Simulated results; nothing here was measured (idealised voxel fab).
process module | voxel wiring stack
cross-section cut | 260 nm wide | cells 5 nm
A cross-section is a grid of square cells, given in bands from the top down. A band is one or more rows of cells.
Each band's line starts with the height of the band's top and of its bottom, in nm. Then come its materials from left to right, each with its width in nm. One material with "throughout" fills the band from edge to edge. "air" is empty space.
Height 0 is the level under which the wafer as received is all one material. The lowest band goes on downwards, as in "0 down".
A width such as "30 to 40" changes by the same amount from each row of cells to the next, from the band's top row to its bottom row.
"no change" after a step means that no cell of the cross-section changed.
closed voids: empty space of 8 cells or more with no open way to the top, each as width x height at its distance from the left edge, in nm
after a step's settings: what the simulator itself notes on the step
overlay nm, on a step with a mask: how far to the right of its planned place the mask lay; to the left if negative
plan
1 op RECEIVE | material Si
2 op CONFORMAL_DEP | material SiO2 | thk nm 15
3 op DIRECTIONAL_DEP | material TiN | thk nm 5
4 op DIRECTIONAL_DEP | material Ru | thk nm 15
5 op PATTERN | tone cover | mask id METAL_1 | material resist | width nm 20 | pitch nm 45 | thk nm 20 | overlay nm 0
6 op DIRECTIONAL_ETCH | etch materials Ru | depth nm 15
7 op DIRECTIONAL_ETCH | etch materials TiN | depth nm 5
8 op STRIP | etch materials resist
9 op CONFORMAL_DEP | material SiN | thk nm 5
10 op FILL_DEP | material SiO2 | thk nm 10
11 op CMP | height nm 35
12 op CONFORMAL_DEP | material SiCN | thk nm 5
13 op DIRECTIONAL_DEP | material SiO2 | thk nm 30
14 op MASKED_ETCH | tone open | mask id METAL_2_HOLES | width nm 15 | pitch nm 45 | etch materials SiO2 | depth nm 30 | overlay nm 0
15 op MASKED_ETCH | tone open | mask id METAL_2 | width nm 20 | pitch nm 45 | etch materials SiO2 | depth nm 15 | overlay nm 0
16 op MASKED_ETCH | tone open | mask id METAL_2 | width nm 20 | pitch nm 45 | etch materials SiCN | depth nm 5 | overlay nm 0
17 op CONFORMAL_DEP | material TiN | thk nm 5
18 op FILL_DEP | material Ru | thk nm 10
19 op CMP | height nm 70
20 op CONFORMAL_DEP | material SiCN | thk nm 5
as received, after step 1
  0 down: Si throughout
  closed voids: none
first wafer at the end, as planned
  75 to 70: SiCN throughout
  70 to 60: SiO2 50 | TiN 5 | Ru 10 | TiN 5 | SiO2 25 | TiN 5 | Ru 10 | TiN 5 | SiO2 25 | TiN 5 | Ru 10 | TiN 5 | SiO2 25 | TiN 5 | Ru 10 | TiN 5 | SiO2 55
  60 to 55: SiO2 50 | TiN 5 | Ru 5 | TiN 10 | SiO2 25 | TiN 5 | Ru 5 | TiN 10 | SiO2 25 | TiN 5 | Ru 5 | TiN 10 | SiO2 25 | TiN 5 | Ru 5 | TiN 10 | SiO2 55
  55 to 40: SiO2 50 | TiN 5 | Ru 5 | TiN 5 | SiO2 30 | TiN 5 | Ru 5 | TiN 5 | SiO2 30 | TiN 5 | Ru 5 | TiN 5 | SiO2 30 | TiN 5 | Ru 5 | TiN 5 | SiO2 60
  40 to 35: SiCN 50 | TiN 15 | SiCN 30 | TiN 15 | SiCN 30 | TiN 15 | SiCN 30 | TiN 15 | SiCN 60
  35 to 20: SiO2 45 | SiN 5 | Ru 20 | SiN 5 | SiO2 15 | SiN 5 | Ru 20 | SiN 5 | SiO2 15 | SiN 5 | Ru 20 | SiN 5 | SiO2 15 | SiN 5 | Ru 20 | SiN 5 | SiO2 50
  20 to 15: SiN 50 | TiN 20 | SiN 25 | TiN 20 | SiN 25 | TiN 20 | SiN 25 | TiN 20 | SiN 55
  15 to 0: SiO2 throughout
  0 down: Si throughout
  closed voids: none
second wafer at the end: like start, like plan, one mistake
  75 to 70: SiCN throughout
  70 to 60: SiO2 50 | TiN 5 | Ru 10 | TiN 5 | SiO2 25 | TiN 5 | Ru 10 | TiN 5 | SiO2 25 | TiN 5 | Ru 10 | TiN 5 | SiO2 25 | TiN 5 | Ru 10 | TiN 5 | SiO2 55
  60 to 55: SiO2 50 | TiN 5 | Ru 5 | TiN 10 | SiO2 25 | TiN 5 | Ru 5 | TiN 10 | SiO2 25 | TiN 5 | Ru 5 | TiN 10 | SiO2 25 | TiN 5 | Ru 5 | TiN 10 | SiO2 55
  55 to 40: SiO2 50 | TiN 5 | Ru 5 | TiN 5 | SiO2 30 | TiN 5 | Ru 5 | TiN 5 | SiO2 30 | TiN 5 | Ru 5 | TiN 5 | SiO2 30 | TiN 5 | Ru 5 | TiN 5 | SiO2 60
  40 to 35: SiCN 50 | TiN 15 | SiCN 30 | TiN 15 | SiCN 30 | TiN 15 | SiCN 30 | TiN 15 | SiCN 60
  35 to 30: SiN 50 | TiN 20 | SiN 25 | TiN 20 | SiN 25 | TiN 20 | SiN 25 | TiN 20 | SiN 55
  30 to 15: Ru throughout
  15 to 0: SiO2 throughout
  0 down: Si throughout
  closed voids: none
what went wrong: steps 3 and 4 were swapped
at the end the second wafer has, in cells: 108 more of Ru | 24 fewer of SiN | 84 fewer of SiO2
